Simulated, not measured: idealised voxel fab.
process module | voxel capacitor over wiring
Section cut is 140 nm wide and gridded with 5 nm square cells.
A cross-section in this document is a grid of square cells, and it is written down as bands, the top band listed before the ones below it; a band is made up of one or more rows of cells. The band entry comprises the height of the band's top followed by the height of its bottom, expressed in nm, and subsequently the band's materials from left to right, each stated together with its width in nm. Where a single material is marked with the word "all across", that material fills the band from edge to edge. The word "blank" represents empty space. It should be noted that heights are counted from 0, beneath which the wafer as supplied is of one material throughout, and that the lowest band possesses no lower boundary but continues downward, as written in "0 down". The two numbers in a width such as "30..40" mark its ends across the band: the first belongs to the top row of cells, the second to the bottom row, and from each row to the next the width moves by the same amount. The designation "identical to before", where it is given for a processing step, indicates that no cell of the cross-section was altered in the course of that step. Trapped voids: empty space of 8 cells or more with no open way to the top, each as width x height at its distance from the left edge, in nm. Where a step's line continues beyond its settings, the continuation is a remark by the simulator itself on that step. The optional step-line setting "overlay nm" applies to steps with a mask and quantifies how far to the right of its planned location the mask lay, a negative value indicating leftward placement.
# Set out below are the planned steps of the process
1,RECEIVE, material Si
2,CONFORMAL_DEP, material SiO2, thk nm 15
3,DIRECTIONAL_DEP, material TiN, thk nm 5
4,DIRECTIONAL_DEP, material W, thk nm 25
5,MASKED_ETCH, tone cover, mask id METAL_1, width nm 20, pitch nm 75, etch materials W, depth nm 25, overlay nm 0
6,MASKED_ETCH, tone cover, mask id METAL_1, width nm 20, pitch nm 75, etch materials TiN, depth nm 5, overlay nm 0
7,FILL_DEP, material lowk, thk nm 5
8,CMP, height nm 45
9,CONFORMAL_DEP, material SiCN, thk nm 5
10,DIRECTIONAL_DEP, material lowk, thk nm 15
11,PATTERN, tone open, mask id PLUG_1, material resist, width nm 15, thk nm 20, overlay nm 0
12,DIRECTIONAL_ETCH, etch materials lowk, depth nm 15
13,DIRECTIONAL_ETCH, etch materials SiCN, depth nm 5
14,STRIP, etch materials resist
15,EPI, material Ru, thk nm 10
16,EPI, material Ru, thk nm 10
17,DIRECTIONAL_DEP, material TiN, thk nm 5
18,DIRECTIONAL_DEP, material SiN, thk nm 5
19,DIRECTIONAL_DEP, material TiN, thk nm 10
20,PATTERN, tone cover, mask id UPPER_PLATE, material resist, width nm 60, thk nm 20, overlay nm 0
21,DIRECTIONAL_ETCH, etch materials TiN, depth nm 10
22,DIRECTIONAL_ETCH, etch materials SiN, depth nm 5
23,STRIP, etch materials resist
24,DIRECTIONAL_DEP, material aC, thk nm 10
25,PATTERN, tone cover, mask id LOWER_PLATE, material resist, width nm 70, thk nm 30, overlay nm 0
26,DIRECTIONAL_ETCH, etch materials aC, depth nm 10
27,STRIP, etch materials resist
28,DIRECTIONAL_ETCH, etch materials TiN, depth nm 5
29,STRIP, etch materials aC
30,FILL_DEP, material SiO2, thk nm 15
31,CMP, height nm 95
32,MASKED_ETCH, tone open, mask id PLUG_2, width nm 15, etch materials SiO2, depth nm 10, overlay nm 0
33,CONFORMAL_DEP, material TiN, thk nm 5
34,FILL_DEP, material Cu, thk nm 5
35,CMP, height nm 95
36,CONFORMAL_DEP, material SiCN, thk nm 5
# Wafer cross-section on receipt, i.e. after step 1
* 0 down = Si all across
* Trapped voids: none
# Sectioned view, first of two wafers, at the close of the module, processed as intended in the plan
* 100 to 95 = SiCN all across
* 95 to 90 = 35 nm SiO2; 5 nm TiN; 5 nm Cu; 5 nm TiN; 90 nm SiO2
* 90 to 85 = 35 nm SiO2; 15 nm TiN; 90 nm SiO2
* 85 to 75 = 25 nm SiO2; 60 nm TiN; 55 nm SiO2
* 75 to 70 = 25 nm SiO2; 60 nm SiN; 55 nm SiO2
* 70 to 65 = 20 nm SiO2; 70 nm TiN; 50 nm SiO2
* 65 to 50 = 25 nm lowk; 15 nm Ru; 100 nm lowk
* 50 to 45 = 25 nm SiCN; 15 nm Ru; 100 nm SiCN
* 45 to 20 = 20 nm lowk; 20 nm W; 55 nm lowk; 20 nm W; 25 nm lowk
* 20 to 15 = 20 nm lowk; 20 nm TiN; 55 nm lowk; 20 nm TiN; 25 nm lowk
* 15 to 0 = SiO2 all across
* 0 down = Si all across
* Trapped voids: none
# Cross-section, wafer two of two, end of module: same start and plan as wafer one, one error in execution
* 100 to 95 = SiCN all across
* 95 to 90 = 35 nm SiO2; 5 nm TiN; 5 nm Cu; 5 nm TiN; 90 nm SiO2
* 90 to 85 = 35 nm SiO2; 15 nm TiN; 90 nm SiO2
* 85 to 75 = 25 nm SiO2; 60 nm TiN; 55 nm SiO2
* 75 to 70 = 25 nm SiO2; 60 nm SiN; 55 nm SiO2
* 70 to 65 = 20 nm SiO2; 70 nm TiN; 50 nm SiO2
* 65 to 50 = 25 nm lowk; 15 nm Ru; 100 nm lowk
* 50 to 45 = 25 nm SiCN; 15 nm Ru; 100 nm SiCN
* 45 to 40 = 20 nm lowk; 20 nm TiN; 55 nm lowk; 20 nm TiN; 25 nm lowk
* 40 to 15 = W all across
* 15 to 0 = SiO2 all across
* 0 down = Si all across
* Trapped voids: none
what went wrong: the executed order of steps 3 and 4 is the reverse of that specified in the plan, each step having taken the other's position
The closing comparison, in cells, has the second wafer with more or fewer of some materials than the first: +100 W; -100 lowk
